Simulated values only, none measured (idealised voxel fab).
Process module name: voxel capacitor over wiring
Cross-section cut spans 300 nm and uses square cells 5 nm in size.
In this document a cross-section is written as a grid of square cells. It is given as a series of bands, listed from the top down, and a band is one or more rows of cells. Each band's line starts with the height of the band's top and of its bottom, in nm. Then come its materials from left to right, each with its width in nm. One material with "edge to edge" fills the band from edge to edge. "blank" is empty space. Heights are expressed relative to 0, this being the level below which the as-received wafer comprises one material exclusively. The lowest band is unbounded in the downward direction and is denoted as in "z 0 and below". Quick explanation for "30 to 40": the width changes in equal steps down the rows of cells, from the first number in the band's top row to the second number in its bottom row. Given "stayed the same" for a step, no cell of the cross-section differs between before and after that step. "Closed-off voids": sealed empty spaces, 8 cells or more, no open way to top, listed width x height at distance, with distance from the left edge and width, height and distance in nm. If you see something after the settings on a step's line, that's the simulator's own remark about that step. Steps that use a mask can have "overlay nm" on their line. It says how far the mask sat to the right of where it was meant to be. Negative means to the left. Layout of what follows: cross-section pairs, each bracketing one process step, the after cross-section shown only to the lowest band that changed, the step between and its settings noted under each pair. Pairs may originate in different runs of this module on the same starting wafer; a pair continues from the pair above only where its entry headed "before" says so.

before:
	z 65 to 55  lowk 100 nm, then blank 15 nm, then lowk 185 nm
	z 55 to 50  lowk 100 nm, then Ru 15 nm, then lowk 185 nm
	z 50 to 45  SiCN 100 nm, then Ru 15 nm, then SiCN 185 nm
	z 45 to 20  lowk 90 nm, then SiN 5 nm, then W 20 nm, then SiN 5 nm, then lowk 55 nm, then SiN 5 nm, then W 20 nm, then SiN 5 nm, then lowk 95 nm
	z 20 to 15  SiN 95 nm, then TiN 20 nm, then SiN 65 nm, then TiN 20 nm, then SiN 100 nm
	z 15 to 0  SiO2 edge to edge
	z 0 and below  Si edge to edge
	Closed-off voids: none

As Processed:
	z 70 to 65  TiN 100 nm, then blank 15 nm, then TiN 185 nm
	z 65 to 60  lowk 100 nm, then blank 15 nm, then lowk 185 nm
	z 60 to 55  lowk 100 nm, then TiN 15 nm, then lowk 185 nm
	At heights below 55, the structure remains unaltered.
	Closed-off voids: none
So what happens between those two cross-sections up there? DIRECTIONAL_DEP | material TiN | thk nm 5

before: the after view from the pair directly above serves as the before view here.

As Processed:
	z 80 to 70  Ru edge to edge
	z 70 to 65  TiN 100 nm, then Ru 15 nm, then TiN 185 nm
	z 65 to 60  lowk 100 nm, then Ru 15 nm, then lowk 185 nm
	At heights below 60, the structure remains unaltered.
	Closed-off voids: none
So what happens between those two cross-sections up there? EPI | material Ru | thk nm 10

before: the after view from the pair directly above serves as the before view here.

As Processed:
	z 85 to 80  Al2O3 edge to edge
	At heights below 80, the structure remains unaltered.
	Closed-off voids: none
So what happens between those two cross-sections up there? DIRECTIONAL_DEP | material Al2O3 | thk nm 5

before: the after view from the pair directly above serves as the before view here.

As Processed:
	z 95 to 85  TiN edge to edge
	At heights below 85, the structure remains unaltered.
	Closed-off voids: none
So what happens between those two cross-sections up there? DIRECTIONAL_DEP | material TiN | thk nm 10

before: the after view from the pair directly above serves as the before view here.

As Processed:
	z 95 to 85  blank 100 nm, then TiN 70 nm, then blank 130 nm
	At heights below 85, the structure remains unaltered.
	Closed-off voids: none
So what happens between those two cross-sections up there? MASKED_ETCH | tone cover | mask id UPPER_PLATE | width nm 70 | etch materials TiN | depth nm 10 | overlay nm 0

before: the after view from the pair directly above serves as the before view here.

As Processed:
	z 95 to 85  blank 100 nm, then TiN 70 nm, then blank 130 nm
	z 85 to 80  blank 100 nm, then Al2O3 70 nm, then blank 130 nm
	At heights below 80, the structure remains unaltered.
	Closed-off voids: none
So what happens between those two cross-sections up there? MASKED_ETCH | tone cover | mask id UPPER_PLATE | width nm 70 | etch materials Al2O3 | depth nm 5 | overlay nm 0

before: the after view from the pair directly above serves as the before view here.

As Processed:
	z 110 to 95  blank 100 nm, then aC 70 nm, then blank 130 nm
	z 95 to 85  aC 100 nm, then TiN 70 nm, then aC 130 nm
	z 85 to 80  aC 100 nm, then Al2O3 70 nm, then aC 130 nm
	At heights below 80, the structure remains unaltered.
	Closed-off voids: none
So what happens between those two cross-sections up there? DIRECTIONAL_DEP | material aC | thk nm 15

before: the after view from the pair directly above serves as the before view here.

As Processed:
	z 140 to 110  blank 95 nm, then resist 80 nm, then blank 125 nm
	z 110 to 95  blank 95 nm, then resist 5 nm, then aC 70 nm, then resist 5 nm, then blank 125 nm
	At heights below 95, the structure remains unaltered.
	Closed-off voids: none
So what happens between those two cross-sections up there? PATTERN | tone cover | mask id LOWER_PLATE | material resist | width nm 80 | thk nm 30 | overlay nm 0

before: the after view from the pair directly above serves as the before view here.

As Processed:
	z 125 to 110  blank 95 nm, then resist 80 nm, then blank 125 nm
	z 110 to 95  blank 95 nm, then resist 5 nm, then aC 70 nm, then resist 5 nm, then blank 125 nm
	z 95 to 85  blank 95 nm, then aC 5 nm, then TiN 70 nm, then aC 5 nm, then blank 125 nm
	z 85 to 80  blank 95 nm, then aC 5 nm, then Al2O3 70 nm, then aC 5 nm, then blank 125 nm
	At heights below 80, the structure remains unaltered.
	Closed-off voids: none
So what happens between those two cross-sections up there? DIRECTIONAL_ETCH | etch materials aC | depth nm 15

before: the after view from the pair directly above serves as the before view here.

As Processed:
	z 110 to 95  blank 100 nm, then aC 70 nm, then blank 130 nm
	At heights below 95, the structure remains unaltered.
	Closed-off voids: none
So what happens between those two cross-sections up there? STRIP | etch materials resist

before: the after view from the pair directly above serves as the before view here.

As Processed:
	z 95 to 85  blank 100 nm, then TiN 70 nm, then blank 130 nm
	z 85 to 80  blank 100 nm, then Al2O3 70 nm, then blank 130 nm
	At heights below 80, the structure remains unaltered.
	Closed-off voids: none
So what happens between those two cross-sections up there? STRIP | etch materials aC

before: the after view from the pair directly above serves as the before view here.

As Processed:
	z 115 to 95  SiO2 edge to edge
	z 95 to 85  SiO2 100 nm, then TiN 70 nm, then SiO2 130 nm
	z 85 to 80  SiO2 100 nm, then Al2O3 70 nm, then SiO2 130 nm
	At heights below 80, the structure remains unaltered.
	Closed-off voids: none
So what happens between those two cross-sections up there? FILL_DEP | material SiO2 | thk nm 20

before: the after view from the pair directly above serves as the before view here.

As Processed:
	z 100 to 95  SiO2 edge to edge
	At heights below 95, the structure remains unaltered.
	Closed-off voids: none
So what happens between those two cross-sections up there? CMP | height nm 100

before: the after view from the pair directly above serves as the before view here.

As Processed:
	z 100 to 95  SiO2 110 nm, then blank 15 nm, then SiO2 175 nm
	At heights below 95, the structure remains unaltered.
	Closed-off voids: none
So what happens between those two cross-sections up there? MASKED_ETCH | tone open | mask id PLUG_2 | width nm 15 | etch materials SiO2 | depth nm 15 | overlay nm 0

before: the after view from the pair directly above serves as the before view here.

As Processed:
	z 105 to 100  TiN 115 nm, then blank 5 nm, then TiN 180 nm
	z 100 to 95  SiO2 110 nm, then TiN 15 nm, then SiO2 175 nm
	At heights below 95, the structure remains unaltered.
	Closed-off voids: none
So what happens between those two cross-sections up there? CONFORMAL_DEP | material TiN | thk nm 5

before: the after view from the pair directly above serves as the before view here.

As Processed:
	z 115 to 105  Ru edge to edge
	z 105 to 100  TiN 115 nm, then Ru 5 nm, then TiN 180 nm
	At heights below 100, the structure remains unaltered.
	Closed-off voids: none
So what happens between those two cross-sections up there? FILL_DEP | material Ru | thk nm 10

before: the after view from the pair directly above serves as the before view here.

As Processed:
	z 100 to 95  SiO2 110 nm, then TiN 15 nm, then SiO2 175 nm
	At heights below 95, the structure remains unaltered.
	Closed-off voids: none
So what happens between those two cross-sections up there? CMP | height nm 100

before: the after view from the pair directly above serves as the before view here.

As Processed:
	z 105 to 100  SiN edge to edge
	At heights below 100, the structure remains unaltered.
	Closed-off voids: none
So what happens between those two cross-sections up there? CONFORMAL_DEP | material SiN | thk nm 5

before:
	z 75 to 65  aC 100 nm, then blank 15 nm, then aC 185 nm
	z 65 to 50  lowk edge to edge
	z 50 to 45  SiCN edge to edge
	z 45 to 20  lowk 90 nm, then SiN 5 nm, then W 20 nm, then SiN 5 nm, then lowk 55 nm, then SiN 5 nm, then W 20 nm, then SiN 5 nm, then lowk 95 nm
	z 20 to 15  SiN 95 nm, then TiN 20 nm, then SiN 65 nm, then TiN 20 nm, then SiN 100 nm
	z 15 to 0  SiO2 edge to edge
	z 0 and below  Si edge to edge
	Closed-off voids: none

As Processed:
	z 75 to 65  aC 100 nm, then blank 15 nm, then aC 185 nm
	z 65 to 60  lowk 100 nm, then blank 15 nm, then lowk 185 nm
	At heights below 60, the structure remains unaltered.
	Closed-off voids: none
So what happens between those two cross-sections up there? DIRECTIONAL_ETCH | etch materials lowk | depth nm 5

before: the after view from the pair directly above serves as the before view here.

As Processed:
	z 65 to 60  lowk 100 nm, then blank 15 nm, then lowk 185 nm
	At heights below 60, the structure remains unaltered.
	Closed-off voids: none
So what happens between those two cross-sections up there? STRIP | etch materials aC

before: the after view from the pair directly above serves as the before view here.

As Processed:
	z 70 to 65  TiN 100 nm, then blank 15 nm, then TiN 185 nm
	z 65 to 60  lowk 100 nm, then TiN 15 nm, then lowk 185 nm
	At heights below 60, the structure remains unaltered.
	Closed-off voids: none
So what happens between those two cross-sections up there? DIRECTIONAL_DEP | material TiN | thk nm 5

before: the after view from the pair directly above serves as the before view here.

As Processed:
	z 75 to 70  Al2O3 100 nm, then blank 15 nm, then Al2O3 185 nm
	z 70 to 65  TiN 100 nm, then Al2O3 15 nm, then TiN 185 nm
	At heights below 65, the structure remains unaltered.
	Closed-off voids: none
So what happens between those two cross-sections up there? DIRECTIONAL_DEP | material Al2O3 | thk nm 5

before: the after view from the pair directly above serves as the before view here.

As Processed:
	z 85 to 80  TiN 100 nm, then blank 15 nm, then TiN 185 nm
	z 80 to 75  TiN edge to edge
	z 75 to 70  Al2O3 100 nm, then TiN 15 nm, then Al2O3 185 nm
	At heights below 70, the structure remains unaltered.
	Closed-off voids: none
So what happens between those two cross-sections up there? DIRECTIONAL_DEP | material TiN | thk nm 10

before: the after view from the pair directly above serves as the before view here.

As Processed:
	z 85 to 75  blank 115 to 100 nm, then TiN 55 to 70 nm, then blank 130 nm
	At heights below 75, the structure remains unaltered.
	Closed-off voids: none
So what happens between those two cross-sections up there? MASKED_ETCH | tone cover | mask id UPPER_PLATE | width nm 70 | etch materials TiN | depth nm 10 | overlay nm 0

before: the after view from the pair directly above serves as the before view here.

As Processed:
	z 85 to 75  blank 115 to 100 nm, then TiN 55 to 70 nm, then blank 130 nm
	z 75 to 70  blank 100 nm, then TiN 15 nm, then Al2O3 55 nm, then blank 130 nm
	At heights below 70, the structure remains unaltered.
	Closed-off voids: none
So what happens between those two cross-sections up there? MASKED_ETCH | tone cover | mask id UPPER_PLATE | width nm 70 | etch materials Al2O3 | depth nm 5 | overlay nm 0

before: the after view from the pair directly above serves as the before view here.

As Processed:
	z 100 to 95  blank 115 nm, then aC 55 nm, then blank 130 nm
	z 95 to 85  blank 100 nm, then aC 70 nm, then blank 130 nm
	z 85 to 75  aC 115 to 100 nm, then TiN 55 to 70 nm, then aC 130 nm
	z 75 to 70  aC 100 nm, then TiN 15 nm, then Al2O3 55 nm, then aC 130 nm
	At heights below 70, the structure remains unaltered.
	Closed-off voids: none
So what happens between those two cross-sections up there? DIRECTIONAL_DEP | material aC | thk nm 15

before: the after view from the pair directly above serves as the before view here.

As Processed:
	z 130 to 100  blank 95 nm, then resist 80 nm, then blank 125 nm
	z 100 to 95  blank 95 nm, then resist 20 nm, then aC 55 nm, then resist 5 nm, then blank 125 nm
	z 95 to 85  blank 95 nm, then resist 5 nm, then aC 70 nm, then resist 5 nm, then blank 125 nm
	At heights below 85, the structure remains unaltered.
	Closed-off voids: none
So what happens between those two cross-sections up there? PATTERN | tone cover | mask id LOWER_PLATE | material resist | width nm 80 | thk nm 30 | overlay nm 0

before: the after view from the pair directly above serves as the before view here.

As Processed:
	z 115 to 100  blank 95 nm, then resist 80 nm, then blank 125 nm
	z 100 to 95  blank 95 nm, then resist 20 nm, then aC 55 nm, then resist 5 nm, then blank 125 nm
	z 95 to 85  blank 95 nm, then resist 5 nm, then aC 70 nm, then resist 5 nm, then blank 125 nm
	z 85 to 75  blank 95 nm, then aC 20 to 5 nm, then TiN 55 to 70 nm, then aC 5 nm, then blank 125 nm
	z 75 to 70  blank 95 nm, then aC 5 nm, then TiN 15 nm, then Al2O3 55 nm, then aC 5 nm, then blank 125 nm
	At heights below 70, the structure remains unaltered.
	Closed-off voids: none
So what happens between those two cross-sections up there? DIRECTIONAL_ETCH | etch materials aC | depth nm 15

before: the after view from the pair directly above serves as the before view here.

As Processed:
	z 100 to 95  blank 115 nm, then aC 55 nm, then blank 130 nm
	z 95 to 85  blank 100 nm, then aC 70 nm, then blank 130 nm
	At heights below 85, the structure remains unaltered.
	Closed-off voids: none
So what happens between those two cross-sections up there? STRIP | etch materials resist

before: the after view from the pair directly above serves as the before view here.

As Processed:
	z 100 to 95  blank 115 nm, then aC 55 nm, then blank 130 nm
	z 95 to 85  blank 100 nm, then aC 70 nm, then blank 130 nm
	z 85 to 75  blank 95 nm, then aC 20 to 5 nm, then TiN 55 to 70 nm, then aC 5 nm, then blank 125 nm
	z 75 to 70  blank 95 nm, then aC 5 nm, then TiN 15 nm, then Al2O3 55 nm, then aC 5 nm, then blank 125 nm
	z 70 to 65  blank 95 nm, then TiN 5 nm, then Al2O3 15 nm, then TiN 60 nm, then blank 125 nm
	At heights below 65, the structure remains unaltered.
	Closed-off voids: none
So what happens between those two cross-sections up there? DIRECTIONAL_ETCH | etch materials TiN | depth nm 5

before: the after view from the pair directly above serves as the before view here.

As Processed:
	z 85 to 75  blank 115 to 100 nm, then TiN 55 to 70 nm, then blank 130 nm
	z 75 to 70  blank 100 nm, then TiN 15 nm, then Al2O3 55 nm, then blank 130 nm
	At heights below 70, the structure remains unaltered.
	Closed-off voids: none
So what happens between those two cross-sections up there? STRIP | etch materials aC

before: the after view from the pair directly above serves as the before view here.

As Processed:
	z 105 to 85  SiO2 edge to edge
	z 85 to 75  SiO2 115 to 100 nm, then TiN 55 to 70 nm, then SiO2 130 nm
	z 75 to 70  SiO2 100 nm, then TiN 15 nm, then Al2O3 55 nm, then SiO2 130 nm
	z 70 to 65  SiO2 95 nm, then TiN 5 nm, then Al2O3 15 nm, then TiN 60 nm, then SiO2 125 nm
	At heights below 65, the structure remains unaltered.
	Closed-off voids: none
So what happens between those two cross-sections up there? FILL_DEP | material SiO2 | thk nm 20

before: the after view from the pair directly above serves as the before view here.

As Processed:
	z 100 to 85  SiO2 edge to edge
	At heights below 85, the structure remains unaltered.
	Closed-off voids: none
So what happens between those two cross-sections up there? CMP | height nm 100

before: the after view from the pair directly above serves as the before view here.

As Processed:
	z 100 to 85  SiO2 110 nm, then blank 15 nm, then SiO2 175 nm
	At heights below 85, the structure remains unaltered.
	Closed-off voids: none
So what happens between those two cross-sections up there? MASKED_ETCH | tone open | mask id PLUG_2 | width nm 15 | etch materials SiO2 | depth nm 15 | overlay nm 0

before: the after view from the pair directly above serves as the before view here.

As Processed:
	z 105 to 100  TiN 115 nm, then blank 5 nm, then TiN 180 nm
	z 100 to 90  SiO2 110 nm, then TiN 5 nm, then blank 5 nm, then TiN 5 nm, then SiO2 175 nm
	z 90 to 80  SiO2 110 to 115 nm, then TiN 15 to 55 nm, then SiO2 175 to 130 nm
	At heights below 80, the structure remains unaltered.
	Closed-off voids: none
So what happens between those two cross-sections up there? CONFORMAL_DEP | material TiN | thk nm 5

before: the after view from the pair directly above serves as the before view here.

As Processed:
	z 115 to 105  Ru edge to edge
	z 105 to 100  TiN 115 nm, then Ru 5 nm, then TiN 180 nm
	z 100 to 90  SiO2 110 nm, then TiN 5 nm, then Ru 5 nm, then TiN 5 nm, then SiO2 175 nm
	At heights below 90, the structure remains unaltered.
	Closed-off voids: none
So what happens between those two cross-sections up there? FILL_DEP | material Ru | thk nm 10

before: the after view from the pair directly above serves as the before view here.

As Processed:
	z 100 to 90  SiO2 110 nm, then TiN 5 nm, then Ru 5 nm, then TiN 5 nm, then SiO2 175 nm
	At heights below 90, the structure remains unaltered.
	Closed-off voids: none
So what happens between those two cross-sections up there? CMP | height nm 100

before: the after view from the pair directly above serves as the before view here.

As Processed:
	z 105 to 100  SiN edge to edge
	At heights below 100, the structure remains unaltered.
	Closed-off voids: none
So what happens between those two cross-sections up there? CONFORMAL_DEP | material SiN | thk nm 5

before:
	z 45 to 20  W edge to edge
	z 20 to 15  TiN edge to edge
	z 15 to 0  SiO2 edge to edge
	z 0 and below  Si edge to edge
	Closed-off voids: none

As Processed:
	z 65 to 45  blank 95 nm, then resist 25 nm, then blank 60 nm, then resist 25 nm, then blank 95 nm
	At heights below 45, the structure remains unaltered.
	Closed-off voids: none
So what happens between those two cross-sections up there? PATTERN | tone cover | mask id METAL_1 | material resist | width nm 25 | pitch nm 85 | thk nm 20 | overlay nm 0

before: the after view from the pair directly above serves as the before view here.

As Processed:
	z 65 to 45  blank 95 nm, then resist 25 nm, then blank 60 nm, then resist 25 nm, then blank 95 nm
	z 45 to 20  blank 95 nm, then W 25 nm, then blank 60 nm, then W 25 nm, then blank 95 nm
	At heights below 20, the structure remains unaltered.
	Closed-off voids: none
So what happens between those two cross-sections up there? DIRECTIONAL_ETCH | etch materials W | depth nm 25

before: the after view from the pair directly above serves as the before view here.

As Processed:
	z 65 to 45  blank 95 nm, then resist 25 nm, then blank 60 nm, then resist 25 nm, then blank 95 nm
	z 45 to 20  blank 95 nm, then W 25 nm, then blank 60 nm, then W 25 nm, then blank 95 nm
	z 20 to 15  blank 95 nm, then TiN 25 nm, then blank 60 nm, then TiN 25 nm, then blank 95 nm
	At heights below 15, the structure remains unaltered.
	Closed-off voids: none
So what happens between those two cross-sections up there? DIRECTIONAL_ETCH | etch materials TiN | depth nm 5

before: the after view from the pair directly above serves as the before view here.

As Processed:
	z 45 to 20  blank 95 nm, then W 25 nm, then blank 60 nm, then W 25 nm, then blank 95 nm
	At heights below 20, the structure remains unaltered.
	Closed-off voids: none
So what happens between those two cross-sections up there? STRIP | etch materials resist

before: the after view from the pair directly above serves as the before view here.

As Processed:
	z 50 to 45  blank 90 nm, then SiN 35 nm, then blank 50 nm, then SiN 35 nm, then blank 90 nm
	z 45 to 20  blank 90 nm, then SiN 5 nm, then W 25 nm, then SiN 5 nm, then blank 50 nm, then SiN 5 nm, then W 25 nm, then SiN 5 nm, then blank 90 nm
	z 20 to 15  SiN 95 nm, then TiN 25 nm, then SiN 60 nm, then TiN 25 nm, then SiN 95 nm
	At heights below 15, the structure remains unaltered.
	Closed-off voids: none
So what happens between those two cross-sections up there? CONFORMAL_DEP | material SiN | thk nm 5

before: the after view from the pair directly above serves as the before view here.

As Processed:
	z 60 to 50  lowk edge to edge
	z 50 to 45  lowk 90 nm, then SiN 35 nm, then lowk 50 nm, then SiN 35 nm, then lowk 90 nm
	z 45 to 20  lowk 90 nm, then SiN 5 nm, then W 25 nm, then SiN 5 nm, then lowk 50 nm, then SiN 5 nm, then W 25 nm, then SiN 5 nm, then lowk 90 nm
	At heights below 20, the structure remains unaltered.
	Closed-off voids: none
So what happens between those two cross-sections up there? FILL_DEP | material lowk | thk nm 10

before: the after view from the pair directly above serves as the before view here.

As Processed:
	z 45 to 20  lowk 90 nm, then SiN 5 nm, then W 25 nm, then SiN 5 nm, then lowk 50 nm, then SiN 5 nm, then W 25 nm, then SiN 5 nm, then lowk 90 nm
	At heights below 20, the structure remains unaltered.
	Closed-off voids: none
So what happens between those two cross-sections up there? CMP | height nm 45

before: the after view from the pair directly above serves as the before view here.

As Processed:
	z 50 to 45  SiCN edge to edge
	At heights below 45, the structure remains unaltered.
	Closed-off voids: none
So what happens between those two cross-sections up there? CONFORMAL_DEP | material SiCN | thk nm 5

before: the after view from the pair directly above serves as the before view here.

As Processed:
	z 65 to 50  lowk edge to edge
	At heights below 50, the structure remains unaltered.
	Closed-off voids: none
So what happens between those two cross-sections up there? DIRECTIONAL_DEP | material lowk | thk nm 15

before: the after view from the pair directly above serves as the before view here.

As Processed:
	z 75 to 65  aC edge to edge
	At heights below 65, the structure remains unaltered.
	Closed-off voids: none
So what happens between those two cross-sections up there? DIRECTIONAL_DEP | material aC | thk nm 10

before: the after view from the pair directly above serves as the before view here.

As Processed:
	z 105 to 75  resist 100 nm, then blank 15 nm, then resist 185 nm
	At heights below 75, the structure remains unaltered.
	Closed-off voids: none
So what happens between those two cross-sections up there? PATTERN | tone open | mask id PLUG_1 | material resist | width nm 15 | thk nm 30 | overlay nm 0

before: the after view from the pair directly above serves as the before view here.

As Processed:
	z 95 to 75  resist 100 nm, then blank 15 nm, then resist 185 nm
	z 75 to 65  aC 100 nm, then blank 15 nm, then aC 185 nm
	At heights below 65, the structure remains unaltered.
	Closed-off voids: none
So what happens between those two cross-sections up there? DIRECTIONAL_ETCH | etch materials aC | depth nm 10

before: the after view from the pair directly above serves as the before view here.

As Processed:
	z 75 to 65  aC 100 nm, then blank 15 nm, then aC 185 nm
	At heights below 65, the structure remains unaltered.
	Closed-off voids: none
So what happens between those two cross-sections up there? STRIP | etch materials resist

before: the after view from the pair directly above serves as the before view here.

As Processed:
	z 75 to 65  aC 100 nm, then blank 15 nm, then aC 185 nm
	z 65 to 50  lowk 100 nm, then blank 15 nm, then lowk 185 nm
	At heights below 50, the structure remains unaltered.
	Closed-off voids: none
So what happens between those two cross-sections up there? DIRECTIONAL_ETCH | etch materials lowk | depth nm 15

before: the after view from the pair directly above serves as the before view here.

As Processed:
	z 75 to 65  aC 100 nm, then blank 15 nm, then aC 185 nm
	z 65 to 50  lowk 100 nm, then blank 15 nm, then lowk 185 nm
	z 50 to 45  SiCN 100 nm, then blank 15 nm, then SiCN 185 nm
	At heights below 45, the structure remains unaltered.
	Closed-off voids: none
So what happens between those two cross-sections up there? DIRECTIONAL_ETCH | etch materials SiCN | depth nm 5

before: the after view from the pair directly above serves as the before view here.

As Processed:
	z 65 to 50  lowk 100 nm, then blank 15 nm, then lowk 185 nm
	At heights below 50, the structure remains unaltered.
	Closed-off voids: none
So what happens between those two cross-sections up there? STRIP | etch materials aC

before: the after view from the pair directly above serves as the before view here.

As Processed:
	z 65 to 55  lowk 100 nm, then blank 15 nm, then lowk 185 nm
	z 55 to 50  lowk 100 nm, then Ru 15 nm, then lowk 185 nm
	z 50 to 45  SiCN 100 nm, then Ru 15 nm, then SiCN 185 nm
	At heights below 45, the structure remains unaltered.
	Closed-off voids: none
So what happens between those two cross-sections up there? EPI | material Ru | thk nm 10

before: the after view from the pair directly above serves as the before view here.

As Processed:
	z 65 to 50  lowk 100 nm, then Ru 15 nm, then lowk 185 nm
	At heights below 50, the structure remains unaltered.
	Closed-off voids: none
So what happens between those two cross-sections up there? EPI | material Ru | thk nm 10

before: the after view from the pair directly above serves as the before view here.

As Processed:
	z 70 to 65  TiN edge to edge
	At heights below 65, the structure remains unaltered.
	Closed-off voids: none
So what happens between those two cross-sections up there? DIRECTIONAL_DEP | material TiN | thk nm 5

before: the after view from the pair directly above serves as the before view here.

As Processed:
	z 75 to 70  Al2O3 edge to edge
	At heights below 70, the structure remains unaltered.
	Closed-off voids: none
So what happens between those two cross-sections up there? DIRECTIONAL_DEP | material Al2O3 | thk nm 5

before: the after view from the pair directly above serves as the before view here.

As Processed:
	z 85 to 75  TiN edge to edge
	At heights below 75, the structure remains unaltered.
	Closed-off voids: none
So what happens between those two cross-sections up there? DIRECTIONAL_DEP | material TiN | thk nm 10

before: the after view from the pair directly above serves as the before view here.

As Processed:
	z 85 to 75  blank 100 nm, then TiN 70 nm, then blank 130 nm
	At heights below 75, the structure remains unaltered.
	Closed-off voids: none
So what happens between those two cross-sections up there? MASKED_ETCH | tone cover | mask id UPPER_PLATE | width nm 70 | etch materials TiN | depth nm 10 | overlay nm 0

before: the after view from the pair directly above serves as the before view here.

As Processed:
	z 85 to 75  blank 100 nm, then TiN 70 nm, then blank 130 nm
	z 75 to 70  blank 100 nm, then Al2O3 70 nm, then blank 130 nm
	At heights below 70, the structure remains unaltered.
	Closed-off voids: none
So what happens between those two cross-sections up there? MASKED_ETCH | tone cover | mask id UPPER_PLATE | width nm 70 | etch materials Al2O3 | depth nm 5 | overlay nm 0

before: the after view from the pair directly above serves as the before view here.

As Processed:
	z 100 to 85  blank 100 nm, then aC 70 nm, then blank 130 nm
	z 85 to 75  aC 100 nm, then TiN 70 nm, then aC 130 nm
	z 75 to 70  aC 100 nm, then Al2O3 70 nm, then aC 130 nm
	At heights below 70, the structure remains unaltered.
	Closed-off voids: none
So what happens between those two cross-sections up there? DIRECTIONAL_DEP | material aC | thk nm 15

before: the after view from the pair directly above serves as the before view here.

As Processed:
	z 130 to 100  blank 95 nm, then resist 80 nm, then blank 125 nm
	z 100 to 85  blank 95 nm, then resist 5 nm, then aC 70 nm, then resist 5 nm, then blank 125 nm
	At heights below 85, the structure remains unaltered.
	Closed-off voids: none
So what happens between those two cross-sections up there? PATTERN | tone cover | mask id LOWER_PLATE | material resist | width nm 80 | thk nm 30 | overlay nm 0

before: the after view from the pair directly above serves as the before view here.

As Processed:
	z 115 to 100  blank 95 nm, then resist 80 nm, then blank 125 nm
	z 100 to 85  blank 95 nm, then resist 5 nm, then aC 70 nm, then resist 5 nm, then blank 125 nm
	z 85 to 75  blank 95 nm, then aC 5 nm, then TiN 70 nm, then aC 5 nm, then blank 125 nm
	z 75 to 70  blank 95 nm, then aC 5 nm, then Al2O3 70 nm, then aC 5 nm, then blank 125 nm
	At heights below 70, the structure remains unaltered.
	Closed-off voids: none
So what happens between those two cross-sections up there? DIRECTIONAL_ETCH | etch materials aC | depth nm 15

before: the after view from the pair directly above serves as the before view here.

As Processed:
	z 100 to 85  blank 100 nm, then aC 70 nm, then blank 130 nm
	At heights below 85, the structure remains unaltered.
	Closed-off voids: none
So what happens between those two cross-sections up there? STRIP | etch materials resist

before: the after view from the pair directly above serves as the before view here.

As Processed:
	z 100 to 85  blank 100 nm, then aC 70 nm, then blank 130 nm
	z 85 to 75  blank 95 nm, then aC 5 nm, then TiN 70 nm, then aC 5 nm, then blank 125 nm
	z 75 to 70  blank 95 nm, then aC 5 nm, then Al2O3 70 nm, then aC 5 nm, then blank 125 nm
	z 70 to 65  blank 95 nm, then TiN 80 nm, then blank 125 nm
	At heights below 65, the structure remains unaltered.
	Closed-off voids: none
So what happens between those two cross-sections up there? DIRECTIONAL_ETCH | etch materials TiN | depth nm 5

before: the after view from the pair directly above serves as the before view here.

As Processed:
	z 85 to 75  blank 100 nm, then TiN 70 nm, then blank 130 nm
	z 75 to 70  blank 100 nm, then Al2O3 70 nm, then blank 130 nm
	At heights below 70, the structure remains unaltered.
	Closed-off voids: none
So what happens between those two cross-sections up there? STRIP | etch materials aC

before: the after view from the pair directly above serves as the before view here.

As Processed:
	z 105 to 85  SiO2 edge to edge
	z 85 to 75  SiO2 100 nm, then TiN 70 nm, then SiO2 130 nm
	z 75 to 70  SiO2 100 nm, then Al2O3 70 nm, then SiO2 130 nm
	z 70 to 65  SiO2 95 nm, then TiN 80 nm, then SiO2 125 nm
	At heights below 65, the structure remains unaltered.
	Closed-off voids: none
So what happens between those two cross-sections up there? FILL_DEP | material SiO2 | thk nm 20

before: the after view from the pair directly above serves as the before view here.

As Processed:
	z 100 to 85  SiO2 edge to edge
	At heights below 85, the structure remains unaltered.
	Closed-off voids: none
So what happens between those two cross-sections up there? CMP | height nm 100

before: the after view from the pair directly above serves as the before view here.

As Processed:
	z 100 to 85  SiO2 110 nm, then blank 15 nm, then SiO2 175 nm
	At heights below 85, the structure remains unaltered.
	Closed-off voids: none
So what happens between those two cross-sections up there? MASKED_ETCH | tone open | mask id PLUG_2 | width nm 15 | etch materials SiO2 | depth nm 15 | overlay nm 0

before: the after view from the pair directly above serves as the before view here.

As Processed:
	z 105 to 100  TiN 115 nm, then blank 5 nm, then TiN 180 nm
	z 100 to 90  SiO2 110 nm, then TiN 5 nm, then blank 5 nm, then TiN 5 nm, then SiO2 175 nm
	z 90 to 85  SiO2 110 nm, then TiN 15 nm, then SiO2 175 nm
	At heights below 85, the structure remains unaltered.
	Closed-off voids: none
So what happens between those two cross-sections up there? CONFORMAL_DEP | material TiN | thk nm 5

before: the after view from the pair directly above serves as the before view here.

As Processed:
	z 115 to 105  Ru edge to edge
	z 105 to 100  TiN 115 nm, then Ru 5 nm, then TiN 180 nm
	z 100 to 90  SiO2 110 nm, then TiN 5 nm, then Ru 5 nm, then TiN 5 nm, then SiO2 175 nm
	At heights below 90, the structure remains unaltered.
	Closed-off voids: none
So what happens between those two cross-sections up there? FILL_DEP | material Ru | thk nm 10

before: the after view from the pair directly above serves as the before view here.

As Processed:
	z 100 to 90  SiO2 110 nm, then TiN 5 nm, then Ru 5 nm, then TiN 5 nm, then SiO2 175 nm
	At heights below 90, the structure remains unaltered.
	Closed-off voids: none
So what happens between those two cross-sections up there? CMP | height nm 100

before: the after view from the pair directly above serves as the before view here.

As Processed:
	z 105 to 100  SiN edge to edge
	At heights below 100, the structure remains unaltered.
	Closed-off voids: none
So what happens between those two cross-sections up there? CONFORMAL_DEP | material SiN | thk nm 5

before:
	z 45 to 20  W edge to edge
	z 20 to 15  TiN edge to edge
	z 15 to 0  SiO2 edge to edge
	z 0 and below  Si edge to edge
	Closed-off voids: none

As Processed:
	z 65 to 45  blank 105 nm, then resist 20 nm, then blank 65 nm, then resist 20 nm, then blank 90 nm
	At heights below 45, the structure remains unaltered.
	Closed-off voids: none
So what happens between those two cross-sections up there? PATTERN | tone cover | mask id METAL_1 | material resist | width nm 20 | pitch nm 85 | thk nm 20 | overlay nm 10

before: the after view from the pair directly above serves as the before view here.

As Processed:
	z 65 to 45  blank 105 nm, then resist 20 nm, then blank 65 nm, then resist 20 nm, then blank 90 nm
	z 45 to 20  blank 105 nm, then W 20 nm, then blank 65 nm, then W 20 nm, then blank 90 nm
	At heights below 20, the structure remains unaltered.
	Closed-off voids: none
So what happens between those two cross-sections up there? DIRECTIONAL_ETCH | etch materials W | depth nm 25
